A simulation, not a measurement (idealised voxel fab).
Presented below is a process module, voxel lift off.
Cross-sectional view cut (width: 220 nm; square cell size: 5 nm).
Just so we're on the same page, the cross-sections are grids of square cells, and they're listed out in bands top to bottom, each band one or more rows deep.
It is stipulated that each band's entry specify, in nanometres, the height of the top of the band and then that of its bottom, followed by the materials of the band in left-to-right sequence, each together with its width in nanometres. A single material marked by the word "throughout" is understood to fill the band from edge to edge; the word "empty" is understood to denote empty space.
Note: height 0 marks the level under which the wafer is uniformly one material as received. Lowest band unbounded below, written "z 0 and below".
A two-number width, for instance "30..40", indicates that the width is equal to the first number in the top row of the band and to the second number in the bottom row, and that it changes by a constant amount per row of cells.
"remained the same", as given for a step, is the statement that not any cell of the cross-section underwent a change during that step.
"Closed void listing" contains a list of empty spaces, each no smaller than 8 cells and without an open way to the top, written in the form width x height at distance with the distance from the left edge and all three in nm.
On a step's line, text after the settings is the simulator commenting on that step.
The line of a step may include "overlay nm". On a step with a mask, this value is how far to the right of its planned place the mask lay. A negative value means the mask lay to the left.
**Process steps foreseen in the plan**
1) RECEIVE (material Si)
2) CONFORMAL_DEP (material Al2O3; thk nm 10)
3) PATTERN (tone open; mask id LINES; material resist; width nm 30; pitch nm 45; thk nm 25; overlay nm 0)
4) DIRECTIONAL_DEP (material Ru; thk nm 15)
5) STRIP (etch materials resist)
6) CONFORMAL_DEP (material SiO2; thk nm 5)
**This is the cross-section of the wafer as we received it, i.e. after step 1**
> z 0 and below = Si throughout
> Closed void listing: none
**Wafer cross-section at module end: first of two, run to plan**
> z 30 to 25 = 65 of empty; 40 of SiO2; 5 of empty; 40 of SiO2; 70 of empty
> z 25 to 15 = 65 of empty; 5 of SiO2; 30 of Ru; 5 of SiO2; 5 of empty; 5 of SiO2; 30 of Ru; 5 of SiO2; 70 of empty
> z 15 to 10 = 70 of SiO2; 30 of Ru; 15 of SiO2; 30 of Ru; 75 of SiO2
> z 10 to 0 = Al2O3 throughout
> z 0 and below = Si throughout
> Closed void listing: none
**Presented here is a cross-section of the second of the two wafers as it stood at the end of the module. It was started in the same manner and assigned the same plan as the first wafer; however, one mistake was made in its execution**
> z 30 to 25 = 75 of SiO2; 20 of empty; 25 of SiO2; 20 of empty; 80 of SiO2
> z 25 to 15 = 70 of Ru; 5 of SiO2; 20 of empty; 5 of SiO2; 15 of Ru; 5 of SiO2; 20 of empty; 5 of SiO2; 75 of Ru
> z 15 to 10 = 70 of Ru; 30 of SiO2; 15 of Ru; 30 of SiO2; 75 of Ru
> z 10 to 0 = Al2O3 throughout
> z 0 and below = Si throughout
> Closed void listing: none
Where did the run depart from the plan? note that step 3 departed from the planned setting and was carried out as PATTERN (tone cover; mask id LINES; material resist; width nm 30; pitch nm 45; thk nm 25; overlay nm 0)
End of process, cell counts, second wafer against first, materials with more or fewer: 60 more of Ru
